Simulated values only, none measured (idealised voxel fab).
Module name: voxel wiring stack (process module)
For reference, the cross-section in this document is cut, with width 240 nm and square cells of 5 nm.
Cross-section spec: square-cell grid; bands listed top down; each band is one or more rows.
Per band: top height and bottom height in nm, followed by the left-to-right materials and their widths in nm; "throughout" marks a single material spanning edge to edge, "empty" marks empty space.
Heights are measured from 0, the level below which the as-received wafer is all one material; the lowest band has no bottom and continues downward, written as in "0 and below".
A width such as "30 to 40" changes by the same amount from each row of cells to the next, from the band's top row to its bottom row.
"no alteration" (step): cross-section cells unchanged, all of them.
In "Sealed void list" the enclosed voids are listed, meaning empty spaces of 8 cells or larger without any opening to the top. The form is width x height at distance, distance from the left edge, units nm.
Heads up: the bit after the settings on a step's line is the simulator's remark on that step.
overlay nm: on a step with a mask, how far right of its planned place the mask lay; negative means left.

Planned process steps:
1: RECEIVE: material Si
2: CONFORMAL_DEP: material SiO2, thk nm 10
3: DIRECTIONAL_DEP: material TiN, thk nm 5
4: DIRECTIONAL_DEP: material W, thk nm 25
5: DIRECTIONAL_DEP: material aC, thk nm 15
6: PATTERN: tone cover, mask id METAL_1, material resist, width nm 25, pitch nm 40, thk nm 30, overlay nm 0
7: DIRECTIONAL_ETCH: etch materials aC, depth nm 15
8: STRIP: etch materials resist
9: DIRECTIONAL_ETCH: etch materials W, depth nm 25
10: DIRECTIONAL_ETCH: etch materials TiN, depth nm 5
11: STRIP: etch materials aC
12: CONFORMAL_DEP: material SiCN, thk nm 5
13: FILL_DEP: material lowk, thk nm 5
14: CMP: height nm 40
15: CONFORMAL_DEP: material SiCN, thk nm 5
16: DIRECTIONAL_DEP: material SiO2, thk nm 20
17: MASKED_ETCH: tone open, mask id PLUG_1, width nm 15, pitch nm 80, etch materials SiO2, depth nm 20, overlay nm 0
18: MASKED_ETCH: tone open, mask id PLUG_1, width nm 15, pitch nm 80, etch materials SiCN, depth nm 5, overlay nm 0
19: EPI: material Ru, thk nm 10
20: EPI: material Ru, thk nm 10
21: EPI: material Ru, thk nm 5
22: CONFORMAL_DEP: material SiN, thk nm 5
23: DIRECTIONAL_DEP: material lowk, thk nm 20
24: DIRECTIONAL_DEP: material aC, thk nm 15
25: PATTERN: tone open, mask id METAL_2, material resist, width nm 25, pitch nm 40, thk nm 35, overlay nm 0
26: DIRECTIONAL_ETCH: etch materials aC, depth nm 15
27: STRIP: etch materials resist
28: DIRECTIONAL_ETCH: etch materials lowk, depth nm 20
29: DIRECTIONAL_ETCH: etch materials SiN, depth nm 5
30: STRIP: etch materials aC
31: CONFORMAL_DEP: material TiN, thk nm 5
32: FILL_DEP: material Cu, thk nm 10
33: CMP: height nm 90
34: EPI: material Ru, thk nm 5
35: FILL_DEP: material SiCN, thk nm 5

Cross-sectional view of the wafer in its as-received condition, corresponding to the state after step 1:
* 0 and below | Si throughout
* Sealed void list: none

Starting structure and process plan are as shown above, but one mistake was made in running the module; the wafer cross-section at the end of the module follows:
* 100 down to 95 | SiCN throughout
* 95 down to 90 | SiCN=40, then Ru=35, then SiCN=5, then Ru=35, then SiCN=5, then Ru=35, then SiCN=5, then Ru=35, then SiCN=45
* 90 down to 70 | lowk=45, then TiN=5, then Cu=15, then TiN=5, then lowk=15, then TiN=5, then Cu=15, then TiN=5, then lowk=15, then TiN=5, then Cu=15, then TiN=5, then lowk=15, then TiN=5, then Cu=15, then TiN=5, then lowk=50
* 70 down to 65 | SiN=45, then TiN=25, then SiN=15, then TiN=25, then SiN=15, then TiN=25, then SiN=15, then TiN=25, then SiN=50
* 65 down to 45 | SiO2=40, then Ru=15, then SiO2=65, then Ru=15, then SiO2=105
* 45 down to 40 | SiCN=45, then Ru=10, then SiCN=70, then Ru=10, then SiCN=105
* 40 down to 15 | lowk=40, then SiCN=5, then W=25, then SiCN=5, then lowk=5, then SiCN=5, then W=25, then SiCN=5, then lowk=5, then SiCN=5, then W=25, then SiCN=5, then lowk=5, then SiCN=5, then W=25, then SiCN=5, then lowk=45
* 15 down to 10 | SiCN=45, then TiN=25, then SiCN=15, then TiN=25, then SiCN=15, then TiN=25, then SiCN=15, then TiN=25, then SiCN=50
* 10 down to 0 | SiO2 throughout
* 0 and below | Si throughout
* Sealed void list: none
What was done differently from what was planned? off-plan run, step 17, actual operation and settings MASKED_ETCH: tone open, mask id PLUG_1, width nm 15, pitch nm 80, etch materials SiO2, depth nm 20, overlay nm -5
